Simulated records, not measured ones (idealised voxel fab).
Process module heading - voxel capacitor over wiring
Square cells of 5 nm make up the cross-section cut, whose width is 250 nm.
Heads up, the way a cross-section reads in here is a grid of square cells, handed over as bands from the top down, with every band being one or more rows of cells.
Heights first: top, then bottom, in nm. Then materials, left to right, each with a width in nm. "edge to edge" on a single material: fills the band edge to edge. "air": empty space.
For the purposes of this specification, 0 denotes the height below which the wafer in its as-received condition is composed wholly of one material, and the lowermost band, lacking a lower limit, extends downward without end, as expressed in "0 and below".
With a width like "30 to 40", each row of cells in the band differs from the next by the same amount, the top row carrying the first number and the bottom row the second.
Any step labelled "no modifications" changed none of the cells in the cross-section.
Each empty space that has no open way to the top and spans at least 8 cells appears under "Sealed void inventory" as width x height at distance, the distance counted from the left edge, all in nm.
Where a step's line continues beyond its settings, the continuation is a remark by the simulator itself on that step.
Among the settings permitted on a step's line is "overlay nm"; applied to a step with a mask, it specifies the extent to which the mask lay to the right of its planned position, whereas a negative figure signifies a position to the left.
Quick note on how to read the rest: it's all pairs. You get the cross-section before a process step and the one after, but the after one only goes down as far as the lowest band that changed. The step in between, with its settings, sits under the pair. Heads up, the pairs can come from different runs of this module on the same starting wafer, so don't assume a pair picks up from the one above unless its "Prior to processing" entry says it does.
-- Prior to processing
125 down to 105 = air: 70  resist: 85  air: 95
105 down to 90 = air: 70  resist: 5  aC: 75  resist: 5  air: 95
90 down to 80 = air: 70  aC: 5  TiN: 75  aC: 5  air: 95
80 down to 75 = air: 70  aC: 5  HfO2: 75  aC: 5  air: 95
75 down to 65 = TiN edge to edge
65 down to 45 = SiO2: 75  Ru: 15  SiO2: 160
45 down to 40 = SiCN: 75  Ru: 15  SiCN: 160
40 down to 20 = SiO2: 65  W: 30  SiO2: 70  W: 30  SiO2: 55
20 down to 15 = SiO2: 65  TiN: 30  SiO2: 70  TiN: 30  SiO2: 55
15 down to 0 = SiO2 edge to edge
0 and below = Si edge to edge
Sealed void inventory: none
-- Post-Step Snapshot
105 down to 90 = air: 75  aC: 75  air: 100
Lower than 90, everything is as it was.
Sealed void inventory: none
In between the before and after cross-sections above, the step is op STRIP | etch materials resist
Prior to processing: equal to the after panel directly above.
-- Post-Step Snapshot
105 down to 90 = air: 75  aC: 75  air: 100
90 down to 80 = air: 70  aC: 5  TiN: 75  aC: 5  air: 95
80 down to 75 = air: 70  aC: 5  HfO2: 75  aC: 5  air: 95
75 down to 65 = air: 70  TiN: 85  air: 95
Lower than 65, everything is as it was.
Sealed void inventory: none
In between the before and after cross-sections above, the step is op DIRECTIONAL_ETCH | etch materials TiN | depth nm 10
Prior to processing: equal to the after panel directly above.
-- Post-Step Snapshot
90 down to 80 = air: 75  TiN: 75  air: 100
80 down to 75 = air: 75  HfO2: 75  air: 100
Lower than 75, everything is as it was.
Sealed void inventory: none
In between the before and after cross-sections above, the step is op STRIP | etch materials aC
Prior to processing: equal to the after panel directly above.
-- Post-Step Snapshot
105 down to 90 = SiO2 edge to edge
90 down to 80 = SiO2: 75  TiN: 75  SiO2: 100
80 down to 75 = SiO2: 75  HfO2: 75  SiO2: 100
75 down to 65 = SiO2: 70  TiN: 85  SiO2: 95
Lower than 65, everything is as it was.
Sealed void inventory: none
In between the before and after cross-sections above, the step is op FILL_DEP | material SiO2 | thk nm 15
Prior to processing: equal to the after panel directly above.
-- Post-Step Snapshot
100 down to 90 = SiO2 edge to edge
Lower than 90, everything is as it was.
Sealed void inventory: none
In between the before and after cross-sections above, the step is op CMP | height nm 100
Prior to processing: equal to the after panel directly above.
-- Post-Step Snapshot
115 down to 100 = aC edge to edge
Lower than 100, everything is as it was.
Sealed void inventory: none
In between the before and after cross-sections above, the step is op DIRECTIONAL_DEP | material aC | thk nm 15
Prior to processing: equal to the after panel directly above.
-- Post-Step Snapshot
145 down to 115 = resist: 85  air: 15  resist: 150
Lower than 115, everything is as it was.
Sealed void inventory: none
In between the before and after cross-sections above, the step is op PATTERN | tone open | mask id PLUG_2 | material resist | width nm 15 | thk nm 30 | overlay nm 0
Prior to processing: equal to the after panel directly above.
-- Post-Step Snapshot
130 down to 115 = resist: 85  air: 15  resist: 150
115 down to 100 = aC: 85  air: 15  aC: 150
Lower than 100, everything is as it was.
Sealed void inventory: none
In between the before and after cross-sections above, the step is op DIRECTIONAL_ETCH | etch materials aC | depth nm 15
Prior to processing: equal to the after panel directly above.
-- Post-Step Snapshot
115 down to 100 = aC: 85  air: 15  aC: 150
Lower than 100, everything is as it was.
Sealed void inventory: none
In between the before and after cross-sections above, the step is op STRIP | etch materials resist
Prior to processing: equal to the after panel directly above.
-- Post-Step Snapshot
115 down to 100 = aC: 85  air: 15  aC: 150
100 down to 90 = SiO2: 85  air: 15  SiO2: 150
Lower than 90, everything is as it was.
Sealed void inventory: none
In between the before and after cross-sections above, the step is op DIRECTIONAL_ETCH | etch materials SiO2 | depth nm 10
Prior to processing: equal to the after panel directly above.
-- Post-Step Snapshot
100 down to 90 = SiO2: 85  air: 15  SiO2: 150
Lower than 90, everything is as it was.
Sealed void inventory: none
In between the before and after cross-sections above, the step is op STRIP | etch materials aC
Prior to processing: equal to the after panel directly above.
-- Post-Step Snapshot
105 down to 100 = TiN: 90  air: 5  TiN: 155
100 down to 95 = SiO2: 85  TiN: 5  air: 5  TiN: 5  SiO2: 150
95 down to 90 = SiO2: 85  TiN: 15  SiO2: 150
Lower than 90, everything is as it was.
Sealed void inventory: none
In between the before and after cross-sections above, the step is op CONFORMAL_DEP | material TiN | thk nm 5
Prior to processing: equal to the after panel directly above.
-- Post-Step Snapshot
110 down to 105 = W edge to edge
105 down to 100 = TiN: 90  W: 5  TiN: 155
100 down to 95 = SiO2: 85  TiN: 5  W: 5  TiN: 5  SiO2: 150
Lower than 95, everything is as it was.
Sealed void inventory: none
In between the before and after cross-sections above, the step is op FILL_DEP | material W | thk nm 5
Prior to processing: equal to the after panel directly above.
-- Post-Step Snapshot
100 down to 95 = SiO2: 85  TiN: 5  W: 5  TiN: 5  SiO2: 150
Lower than 95, everything is as it was.
Sealed void inventory: none
In between the before and after cross-sections above, the step is op CMP | height nm 100
Prior to processing: equal to the after panel directly above.
-- Post-Step Snapshot
105 down to 100 = SiCN edge to edge
Lower than 100, everything is as it was.
Sealed void inventory: none
In between the before and after cross-sections above, the step is op CONFORMAL_DEP | material SiCN | thk nm 5
-- Prior to processing
75 down to 65 = TiN edge to edge
65 down to 45 = SiO2: 75  Ru: 15  SiO2: 160
45 down to 40 = SiCN: 75  Ru: 15  SiCN: 160
40 down to 20 = SiO2: 60  W: 30  SiO2: 70  W: 30  SiO2: 60
20 down to 15 = SiO2: 60  TiN: 30  SiO2: 70  TiN: 30  SiO2: 60
15 down to 0 = SiO2 edge to edge
0 and below = Si edge to edge
Sealed void inventory: none
-- Post-Step Snapshot
80 down to 75 = SiO2 edge to edge
Lower than 75, everything is as it was.
Sealed void inventory: none
In between the before and after cross-sections above, the step is op DIRECTIONAL_DEP | material SiO2 | thk nm 5
Prior to processing: equal to the after panel directly above.
-- Post-Step Snapshot
90 down to 80 = TiN edge to edge
Lower than 80, everything is as it was.
Sealed void inventory: none
In between the before and after cross-sections above, the step is op DIRECTIONAL_DEP | material TiN | thk nm 10
Prior to processing: equal to the after panel directly above.
-- Post-Step Snapshot
105 down to 90 = aC edge to edge
Lower than 90, everything is as it was.
Sealed void inventory: none
In between the before and after cross-sections above, the step is op DIRECTIONAL_DEP | material aC | thk nm 15
Prior to processing: equal to the after panel directly above.
-- Post-Step Snapshot
140 down to 105 = air: 75  resist: 75  air: 100
Lower than 105, everything is as it was.
Sealed void inventory: none
In between the before and after cross-sections above, the step is op PATTERN | tone cover | mask id UPPER_PLATE | material resist | width nm 75 | thk nm 35 | overlay nm 0
Prior to processing: equal to the after panel directly above.
-- Post-Step Snapshot
125 down to 105 = air: 75  resist: 75  air: 100
105 down to 90 = air: 75  aC: 75  air: 100
Lower than 90, everything is as it was.
Sealed void inventory: none
In between the before and after cross-sections above, the step is op DIRECTIONAL_ETCH | etch materials aC | depth nm 15
Prior to processing: equal to the after panel directly above.
-- Post-Step Snapshot
105 down to 90 = air: 75  aC: 75  air: 100
Lower than 90, everything is as it was.
Sealed void inventory: none
In between the before and after cross-sections above, the step is op STRIP | etch materials resist
Prior to processing: equal to the after panel directly above.
-- Post-Step Snapshot
105 down to 90 = air: 75  aC: 75  air: 100
90 down to 80 = air: 75  TiN: 75  air: 100
Lower than 80, everything is as it was.
Sealed void inventory: none
In between the before and after cross-sections above, the step is op DIRECTIONAL_ETCH | etch materials TiN | depth nm 10
Prior to processing: equal to the after panel directly above.
-- Post-Step Snapshot
90 down to 80 = air: 75  TiN: 75  air: 100
Lower than 80, everything is as it was.
Sealed void inventory: none
In between the before and after cross-sections above, the step is op STRIP | etch materials aC
Prior to processing: equal to the after panel directly above.
-- Post-Step Snapshot
105 down to 95 = air: 75  aC: 75  air: 100
95 down to 90 = aC edge to edge
90 down to 80 = aC: 75  TiN: 75  aC: 100
Lower than 80, everything is as it was.
Sealed void inventory: none
In between the before and after cross-sections above, the step is op DIRECTIONAL_DEP | material aC | thk nm 15
Prior to processing: equal to the after panel directly above.
-- Post-Step Snapshot
140 down to 105 = air: 70  resist: 85  air: 95
105 down to 95 = air: 70  resist: 5  aC: 75  resist: 5  air: 95
Lower than 95, everything is as it was.
Sealed void inventory: none
In between the before and after cross-sections above, the step is op PATTERN | tone cover | mask id LOWER_PLATE | material resist | width nm 85 | thk nm 35 | overlay nm 0
Prior to processing: equal to the after panel directly above.
-- Post-Step Snapshot
125 down to 105 = air: 70  resist: 85  air: 95
105 down to 95 = air: 70  resist: 5  aC: 75  resist: 5  air: 95
95 down to 90 = air: 70  aC: 85  air: 95
90 down to 80 = air: 70  aC: 5  TiN: 75  aC: 5  air: 95
Lower than 80, everything is as it was.
Sealed void inventory: none
In between the before and after cross-sections above, the step is op DIRECTIONAL_ETCH | etch materials aC | depth nm 15
Prior to processing: equal to the after panel directly above.
-- Post-Step Snapshot
105 down to 95 = air: 75  aC: 75  air: 100
Lower than 95, everything is as it was.
Sealed void inventory: none
In between the before and after cross-sections above, the step is op STRIP | etch materials resist
Prior to processing: equal to the after panel directly above.
-- Post-Step Snapshot
90 down to 80 = air: 75  TiN: 75  air: 100
Lower than 80, everything is as it was.
Sealed void inventory: none
In between the before and after cross-sections above, the step is op STRIP | etch materials aC
Prior to processing: equal to the after panel directly above.
-- Post-Step Snapshot
105 down to 90 = SiO2 edge to edge
90 down to 80 = SiO2: 75  TiN: 75  SiO2: 100
Lower than 80, everything is as it was.
Sealed void inventory: none
In between the before and after cross-sections above, the step is op FILL_DEP | material SiO2 | thk nm 15
Prior to processing: equal to the after panel directly above.
-- Post-Step Snapshot
100 down to 90 = SiO2 edge to edge
Lower than 90, everything is as it was.
Sealed void inventory: none
In between the before and after cross-sections above, the step is op CMP | height nm 100
Prior to processing: equal to the after panel directly above.
-- Post-Step Snapshot
115 down to 100 = aC edge to edge
Lower than 100, everything is as it was.
Sealed void inventory: none
In between the before and after cross-sections above, the step is op DIRECTIONAL_DEP | material aC | thk nm 15
Prior to processing: equal to the after panel directly above.
-- Post-Step Snapshot
145 down to 115 = resist: 85  air: 15  resist: 150
Lower than 115, everything is as it was.
Sealed void inventory: none
In between the before and after cross-sections above, the step is op PATTERN | tone open | mask id PLUG_2 | material resist | width nm 15 | thk nm 30 | overlay nm 0
Prior to processing: equal to the after panel directly above.
-- Post-Step Snapshot
130 down to 115 = resist: 85  air: 15  resist: 150
115 down to 100 = aC: 85  air: 15  aC: 150
Lower than 100, everything is as it was.
Sealed void inventory: none
In between the before and after cross-sections above, the step is op DIRECTIONAL_ETCH | etch materials aC | depth nm 15
Prior to processing: equal to the after panel directly above.
-- Post-Step Snapshot
115 down to 100 = aC: 85  air: 15  aC: 150
Lower than 100, everything is as it was.
Sealed void inventory: none
In between the before and after cross-sections above, the step is op STRIP | etch materials resist
Prior to processing: equal to the after panel directly above.
-- Post-Step Snapshot
115 down to 100 = aC: 85  air: 15  aC: 150
100 down to 90 = SiO2: 85  air: 15  SiO2: 150
Lower than 90, everything is as it was.
Sealed void inventory: none
In between the before and after cross-sections above, the step is op DIRECTIONAL_ETCH | etch materials SiO2 | depth nm 10
Prior to processing: equal to the after panel directly above.
-- Post-Step Snapshot
100 down to 90 = SiO2: 85  air: 15  SiO2: 150
Lower than 90, everything is as it was.
Sealed void inventory: none
In between the before and after cross-sections above, the step is op STRIP | etch materials aC
Prior to processing: equal to the after panel directly above.
-- Post-Step Snapshot
105 down to 100 = TiN: 90  air: 5  TiN: 155
100 down to 95 = SiO2: 85  TiN: 5  air: 5  TiN: 5  SiO2: 150
95 down to 90 = SiO2: 85  TiN: 15  SiO2: 150
Lower than 90, everything is as it was.
Sealed void inventory: none
In between the before and after cross-sections above, the step is op CONFORMAL_DEP | material TiN | thk nm 5
Prior to processing: equal to the after panel directly above.
-- Post-Step Snapshot
110 down to 105 = W edge to edge
105 down to 100 = TiN: 90  W: 5  TiN: 155
100 down to 95 = SiO2: 85  TiN: 5  W: 5  TiN: 5  SiO2: 150
Lower than 95, everything is as it was.
Sealed void inventory: none
In between the before and after cross-sections above, the step is op FILL_DEP | material W | thk nm 5
Prior to processing: equal to the after panel directly above.
-- Post-Step Snapshot
100 down to 95 = SiO2: 85  TiN: 5  W: 5  TiN: 5  SiO2: 150
Lower than 95, everything is as it was.
Sealed void inventory: none
In between the before and after cross-sections above, the step is op CMP | height nm 100
Prior to processing: equal to the after panel directly above.
-- Post-Step Snapshot
105 down to 100 = SiCN edge to edge
Lower than 100, everything is as it was.
Sealed void inventory: none
In between the before and after cross-sections above, the step is op CONFORMAL_DEP | material SiCN | thk nm 5
-- Prior to processing
40 down to 20 = W edge to edge
20 down to 15 = TiN edge to edge
15 down to 0 = SiO2 edge to edge
0 and below = Si edge to edge
Sealed void inventory: none
-- Post-Step Snapshot
55 down to 40 = resist: 60  air: 30  resist: 70  air: 30  resist: 60
Lower than 40, everything is as it was.
Sealed void inventory: none
In between the before and after cross-sections above, the step is op PATTERN | tone open | mask id METAL_1 | material resist | width nm 30 | pitch nm 100 | thk nm 15 | overlay nm 0
Prior to processing: equal to the after panel directly above.
-- Post-Step Snapshot
55 down to 40 = resist: 60  air: 30  resist: 70  air: 30  resist: 60
40 down to 20 = W: 60  air: 30  W: 70  air: 30  W: 60
Lower than 20, everything is as it was.
Sealed void inventory: none
In between the before and after cross-sections above, the step is op DIRECTIONAL_ETCH | etch materials W | depth nm 20
Prior to processing: equal to the after panel directly above.
-- Post-Step Snapshot
55 down to 40 = resist: 60  air: 30  resist: 70  air: 30  resist: 60
40 down to 20 = W: 60  air: 30  W: 70  air: 30  W: 60
20 down to 15 = TiN: 60  air: 30  TiN: 70  air: 30  TiN: 60
Lower than 15, everything is as it was.
Sealed void inventory: none
In between the before and after cross-sections above, the step is op DIRECTIONAL_ETCH | etch materials TiN | depth nm 5
Prior to processing: equal to the after panel directly above.
-- Post-Step Snapshot
40 down to 20 = W: 60  air: 30  W: 70  air: 30  W: 60
Lower than 20, everything is as it was.
Sealed void inventory: none
In between the before and after cross-sections above, the step is op STRIP | etch materials resist
Prior to processing: equal to the after panel directly above.
-- Post-Step Snapshot
45 down to 40 = SiO2 edge to edge
40 down to 20 = W: 60  SiO2: 30  W: 70  SiO2: 30  W: 60
20 down to 15 = TiN: 60  SiO2: 30  TiN: 70  SiO2: 30  TiN: 60
Lower than 15, everything is as it was.
Sealed void inventory: none
In between the before and after cross-sections above, the step is op FILL_DEP | material SiO2 | thk nm 5
Prior to processing: equal to the after panel directly above.
-- Post-Step Snapshot
40 down to 20 = W: 60  SiO2: 30  W: 70  SiO2: 30  W: 60
Lower than 20, everything is as it was.
Sealed void inventory: none
In between the before and after cross-sections above, the step is op CMP | height nm 40
Prior to processing: equal to the after panel directly above.
-- Post-Step Snapshot
45 down to 40 = SiCN edge to edge
Lower than 40, everything is as it was.
Sealed void inventory: none
In between the before and after cross-sections above, the step is op CONFORMAL_DEP | material SiCN | thk nm 5
Prior to processing: equal to the after panel directly above.
-- Post-Step Snapshot
65 down to 45 = SiO2 edge to edge
Lower than 45, everything is as it was.
Sealed void inventory: none
In between the before and after cross-sections above, the step is op DIRECTIONAL_DEP | material SiO2 | thk nm 20
Prior to processing: equal to the after panel directly above.
-- Post-Step Snapshot
80 down to 65 = resist: 75  air: 15  resist: 160
Lower than 65, everything is as it was.
Sealed void inventory: none
In between the before and after cross-sections above, the step is op PATTERN | tone open | mask id PLUG_1 | material resist | width nm 15 | thk nm 15 | overlay nm 0
Prior to processing: equal to the after panel directly above.
-- Post-Step Snapshot
80 down to 65 = resist: 75  air: 15  resist: 160
65 down to 45 = SiO2: 75  air: 15  SiO2: 160
Lower than 45, everything is as it was.
Sealed void inventory: none
In between the before and after cross-sections above, the step is op DIRECTIONAL_ETCH | etch materials SiO2 | depth nm 20
Prior to processing: equal to the after panel directly above.
-- Post-Step Snapshot
80 down to 65 = resist: 75  air: 15  resist: 160
65 down to 45 = SiO2: 75  air: 15  SiO2: 160
45 down to 40 = SiCN: 75  air: 15  SiCN: 160
Lower than 40, everything is as it was.
Sealed void inventory: none
In between the before and after cross-sections above, the step is op DIRECTIONAL_ETCH | etch materials SiCN | depth nm 5
Prior to processing: equal to the after panel directly above.
-- Post-Step Snapshot
65 down to 45 = SiO2: 75  air: 15  SiO2: 160
Lower than 45, everything is as it was.
Sealed void inventory: none
In between the before and after cross-sections above, the step is op STRIP | etch materials resist
Prior to processing: equal to the after panel directly above.
-- Post-Step Snapshot
75 down to 65 = TiN: 75  air: 15  TiN: 160
65 down to 50 = SiO2: 75  air: 15  SiO2: 160
50 down to 45 = SiO2: 75  TiN: 15  SiO2: 160
45 down to 40 = SiCN: 75  TiN: 15  SiCN: 160
Lower than 40, everything is as it was.
Sealed void inventory: none
In between the before and after cross-sections above, the step is op DIRECTIONAL_DEP | material TiN | thk nm 10
Prior to processing: equal to the after panel directly above.
-- Post-Step Snapshot
80 down to 75 = HfO2: 75  air: 15  HfO2: 160
75 down to 65 = TiN: 75  air: 15  TiN: 160
65 down to 55 = SiO2: 75  air: 15  SiO2: 160
55 down to 50 = SiO2: 75  HfO2: 15  SiO2: 160
Lower than 50, everything is as it was.
Sealed void inventory: none
In between the before and after cross-sections above, the step is op DIRECTIONAL_DEP | material HfO2 | thk nm 5
Prior to processing: equal to the after panel directly above.
-- Post-Step Snapshot
90 down to 80 = TiN: 75  air: 15  TiN: 160
80 down to 75 = HfO2: 75  air: 15  HfO2: 160
75 down to 65 = TiN: 75  air: 15  TiN: 160
65 down to 55 = SiO2: 75  TiN: 15  SiO2: 160
Lower than 55, everything is as it was.
Sealed void inventory: none
In between the before and after cross-sections above, the step is op DIRECTIONAL_DEP | material TiN | thk nm 10
Prior to processing: equal to the after panel directly above.
-- Post-Step Snapshot
105 down to 90 = aC: 75  air: 15  aC: 160
90 down to 80 = TiN: 75  air: 15  TiN: 160
80 down to 75 = HfO2: 75  aC: 15  HfO2: 160
75 down to 65 = TiN: 75  aC: 15  TiN: 160
Lower than 65, everything is as it was.
Sealed void inventory: none
In between the before and after cross-sections above, the step is op DIRECTIONAL_DEP | material aC | thk nm 15
Prior to processing: equal to the after panel directly above.
-- Post-Step Snapshot
140 down to 105 = air: 75  resist: 75  air: 100
105 down to 90 = aC: 75  resist: 15  aC: 160
90 down to 80 = TiN: 75  resist: 15  TiN: 160
Lower than 80, everything is as it was.
Sealed void inventory: none
In between the before and after cross-sections above, the step is op PATTERN | tone cover | mask id UPPER_PLATE | material resist | width nm 75 | thk nm 35 | overlay nm 0
Prior to processing: equal to the after panel directly above.
-- Post-Step Snapshot
125 down to 105 = air: 75  resist: 75  air: 100
105 down to 90 = air: 75  resist: 15  aC: 60  air: 100
Lower than 90, everything is as it was.
Sealed void inventory: none
In between the before and after cross-sections above, the step is op DIRECTIONAL_ETCH | etch materials aC | depth nm 15
Prior to processing: equal to the after panel directly above.
-- Post-Step Snapshot
105 down to 90 = air: 90  aC: 60  air: 100
90 down to 80 = TiN: 75  air: 15  TiN: 160
Lower than 80, everything is as it was.
Sealed void inventory: none
In between the before and after cross-sections above, the step is op STRIP | etch materials resist
Prior to processing: equal to the after panel directly above.
-- Post-Step Snapshot
105 down to 90 = air: 90  aC: 60  air: 100
90 down to 80 = air: 90  TiN: 60  air: 100
Lower than 80, everything is as it was.
Sealed void inventory: none
In between the before and after cross-sections above, the step is op DIRECTIONAL_ETCH | etch materials TiN | depth nm 10
Prior to processing: equal to the after panel directly above.
-- Post-Step Snapshot
105 down to 90 = air: 90  aC: 60  air: 100
90 down to 80 = air: 90  TiN: 60  air: 100
80 down to 75 = air: 75  aC: 15  HfO2: 60  air: 100
Lower than 75, everything is as it was.
Sealed void inventory: none
In between the before and after cross-sections above, the step is op DIRECTIONAL_ETCH | etch materials HfO2 | depth nm 5
Prior to processing: equal to the after panel directly above.
-- Post-Step Snapshot
90 down to 80 = air: 90  TiN: 60  air: 100
80 down to 75 = air: 90  HfO2: 60  air: 100
75 down to 65 = TiN: 75  air: 15  TiN: 160
Lower than 65, everything is as it was.
Sealed void inventory: none
In between the before and after cross-sections above, the step is op STRIP | etch materials aC
Prior to processing: equal to the after panel directly above.
-- Post-Step Snapshot
105 down to 90 = air: 90  aC: 60  air: 100
90 down to 80 = aC: 75  air: 15  TiN: 60  aC: 100
80 down to 75 = aC: 90  HfO2: 60  aC: 100
75 down to 65 = TiN: 75  aC: 15  TiN: 160
Lower than 65, everything is as it was.
Sealed void inventory: none
In between the before and after cross-sections above, the step is op DIRECTIONAL_DEP | material aC | thk nm 15
Prior to processing: equal to the after panel directly above.
-- Post-Step Snapshot
140 down to 105 = air: 70  resist: 85  air: 95
105 down to 90 = air: 70  resist: 20  aC: 60  resist: 5  air: 95
90 down to 80 = aC: 75  resist: 15  TiN: 60  aC: 100
Lower than 80, everything is as it was.
Sealed void inventory: none
In between the before and after cross-sections above, the step is op PATTERN | tone cover | mask id LOWER_PLATE | material resist | width nm 85 | thk nm 35 | overlay nm 0
Prior to processing: equal to the after panel directly above.
-- Post-Step Snapshot
125 down to 105 = air: 70  resist: 85  air: 95
105 down to 90 = air: 70  resist: 20  aC: 60  resist: 5  air: 95
90 down to 80 = air: 70  aC: 5  resist: 15  TiN: 60  aC: 5  air: 95
80 down to 75 = air: 70  aC: 20  HfO2: 60  aC: 5  air: 95
Lower than 75, everything is as it was.
Sealed void inventory: none
In between the before and after cross-sections above, the step is op DIRECTIONAL_ETCH | etch materials aC | depth nm 15
Prior to processing: equal to the after panel directly above.
-- Post-Step Snapshot
105 down to 90 = air: 90  aC: 60  air: 100
90 down to 80 = air: 70  aC: 5  air: 15  TiN: 60  aC: 5  air: 95
Lower than 80, everything is as it was.
Sealed void inventory: none
In between the before and after cross-sections above, the step is op STRIP | etch materials resist
Prior to processing: equal to the after panel directly above.
-- Post-Step Snapshot
105 down to 90 = air: 90  aC: 60  air: 100
90 down to 80 = air: 70  aC: 5  air: 15  TiN: 60  aC: 5  air: 95
80 down to 75 = air: 70  aC: 20  HfO2: 60  aC: 5  air: 95
75 down to 65 = air: 70  TiN: 5  aC: 15  TiN: 65  air: 95
Lower than 65, everything is as it was.
Sealed void inventory: none
In between the before and after cross-sections above, the step is op DIRECTIONAL_ETCH | etch materials TiN | depth nm 10
Prior to processing: equal to the after panel directly above.
-- Post-Step Snapshot
90 down to 80 = air: 90  TiN: 60  air: 100
80 down to 75 = air: 90  HfO2: 60  air: 100
75 down to 65 = air: 70  TiN: 5  air: 15  TiN: 65  air: 95
Lower than 65, everything is as it was.
Sealed void inventory: none
In between the before and after cross-sections above, the step is op STRIP | etch materials aC
Prior to processing: equal to the after panel directly above.
-- Post-Step Snapshot
105 down to 90 = SiO2 edge to edge
90 down to 80 = SiO2: 90  TiN: 60  SiO2: 100
80 down to 75 = SiO2: 90  HfO2: 60  SiO2: 100
75 down to 65 = SiO2: 70  TiN: 5  SiO2: 15  TiN: 65  SiO2: 95
Lower than 65, everything is as it was.
Sealed void inventory: none
In between the before and after cross-sections above, the step is op FILL_DEP | material SiO2 | thk nm 15
Prior to processing: equal to the after panel directly above.
-- Post-Step Snapshot
100 down to 90 = SiO2 edge to edge
Lower than 90, everything is as it was.
Sealed void inventory: none
In between the before and after cross-sections above, the step is op CMP | height nm 100
Prior to processing: equal to the after panel directly above.
-- Post-Step Snapshot
115 down to 100 = aC edge to edge
Lower than 100, everything is as it was.
Sealed void inventory: none
In between the before and after cross-sections above, the step is op DIRECTIONAL_DEP | material aC | thk nm 15
Prior to processing: equal to the after panel directly above.
-- Post-Step Snapshot
145 down to 115 = resist: 85  air: 15  resist: 150
Lower than 115, everything is as it was.
Sealed void inventory: none
In between the before and after cross-sections above, the step is op PATTERN | tone open | mask id PLUG_2 | material resist | width nm 15 | thk nm 30 | overlay nm 0
Prior to processing: equal to the after panel directly above.
-- Post-Step Snapshot
130 down to 115 = resist: 85  air: 15  resist: 150
115 down to 100 = aC: 85  air: 15  aC: 150
Lower than 100, everything is as it was.
Sealed void inventory: none
In between the before and after cross-sections above, the step is op DIRECTIONAL_ETCH | etch materials aC | depth nm 15
Prior to processing: equal to the after panel directly above.
-- Post-Step Snapshot
115 down to 100 = aC: 85  air: 15  aC: 150
Lower than 100, everything is as it was.
Sealed void inventory: none
In between the before and after cross-sections above, the step is op STRIP | etch materials resist
Prior to processing: equal to the after panel directly above.
-- Post-Step Snapshot
115 down to 100 = aC: 85  air: 15  aC: 150
100 down to 90 = SiO2: 85  air: 15  SiO2: 150
Lower than 90, everything is as it was.
Sealed void inventory: none
In between the before and after cross-sections above, the step is op DIRECTIONAL_ETCH | etch materials SiO2 | depth nm 10
Prior to processing: equal to the after panel directly above.
-- Post-Step Snapshot
100 down to 90 = SiO2: 85  air: 15  SiO2: 150
Lower than 90, everything is as it was.
Sealed void inventory: none
In between the before and after cross-sections above, the step is op STRIP | etch materials aC
Prior to processing: equal to the after panel directly above.
-- Post-Step Snapshot
105 down to 100 = TiN: 90  air: 5  TiN: 155
100 down to 95 = SiO2: 85  TiN: 5  air: 5  TiN: 5  SiO2: 150
95 down to 90 = SiO2: 85  TiN: 15  SiO2: 150
Lower than 90, everything is as it was.
Sealed void inventory: none
In between the before and after cross-sections above, the step is op CONFORMAL_DEP | material TiN | thk nm 5
Prior to processing: equal to the after panel directly above.
-- Post-Step Snapshot
110 down to 105 = W edge to edge
105 down to 100 = TiN: 90  W: 5  TiN: 155
100 down to 95 = SiO2: 85  TiN: 5  W: 5  TiN: 5  SiO2: 150
Lower than 95, everything is as it was.
Sealed void inventory: none
In between the before and after cross-sections above, the step is op FILL_DEP | material W | thk nm 5
Prior to processing: equal to the after panel directly above.
-- Post-Step Snapshot
100 down to 95 = SiO2: 85  TiN: 5  W: 5  TiN: 5  SiO2: 150
Lower than 95, everything is as it was.
Sealed void inventory: none
In between the before and after cross-sections above, the step is op CMP | height nm 100
Prior to processing: equal to the after panel directly above.
-- Post-Step Snapshot
105 down to 100 = SiCN edge to edge
Lower than 100, everything is as it was.
Sealed void inventory: none
In between the before and after cross-sections above, the step is op CONFORMAL_DEP | material SiCN | thk nm 5
